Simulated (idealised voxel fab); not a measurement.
Module name: voxel lift off (process module)
295 nm wide, 5 nm square cells: that's cross-section cut.
Heads up, the way a cross-section reads in here is a grid of square cells, handed over as bands from the top down, with every band being one or more rows of cells.
The band entry comprises the height of the band's top followed by the height of its bottom, expressed in nm, and subsequently the band's materials from left to right, each stated together with its width in nm. Where a single material is marked with the word "everywhere", that material fills the band from edge to edge. The word "air" represents empty space.
Ref level 0: as-received wafer is one material below here. Bottom band extends down with no lower bound ("0 down").
The expression "30 to 40" gives the width at the extremes of the band, the first number at its top row of cells and the second at its bottom row, with the width changing by equal amounts from each row to the next in between.
"nothing was modified" for a step: no cell of the cross-section changed in that step.
What "Sealed-off cavities" gives you is every empty space of 8 cells or more that is cut off from the top. Each appears as width x height at distance, with the distance taken from the left edge and width, height and distance all in nm.
Heads up: the bit after the settings on a step's line is the simulator's remark on that step.
The setting "overlay nm" may be written on the line of a step. When the step uses a mask, the value reports how far to the right of the planned place the mask lay, and a negative value reports that it lay to the left.

The process steps that were planned are listed below:
1 RECEIVE,material Si
2 CONFORMAL_DEP,material SiN,thk nm 5
3 PATTERN,tone open,mask id LINES,material resist,width nm 30,pitch nm 50,thk nm 20,overlay nm 0
4 DIRECTIONAL_DEP,material Ru,thk nm 10
5 STRIP,etch materials resist
6 CONFORMAL_DEP,material SiN,thk nm 10

Cross-section of the wafer as it came to us, i.e., already through step 1:
  0 down = Si everywhere
  Sealed-off cavities: none

Starting wafer: above. Plan: above. Run: one mistake. Cross-section after the module: below:
  25 to 15 = 50 air, then 40 SiN, then 10 air, then 40 SiN, then 10 air, then 40 SiN, then 10 air, then 40 SiN, then 55 air
  15 to 5 = 60 SiN, then 20 Ru, then 30 SiN, then 20 Ru, then 30 SiN, then 20 Ru, then 30 SiN, then 20 Ru, then 65 SiN
  5 to 0 = SiN everywhere
  0 down = Si everywhere
  Sealed-off cavities: none
What broke from the plan during processing? off-plan run, step 3, actual operation and settings PATTERN,tone open,mask id LINES,material resist,width nm 20,pitch nm 50,thk nm 20,overlay nm 0
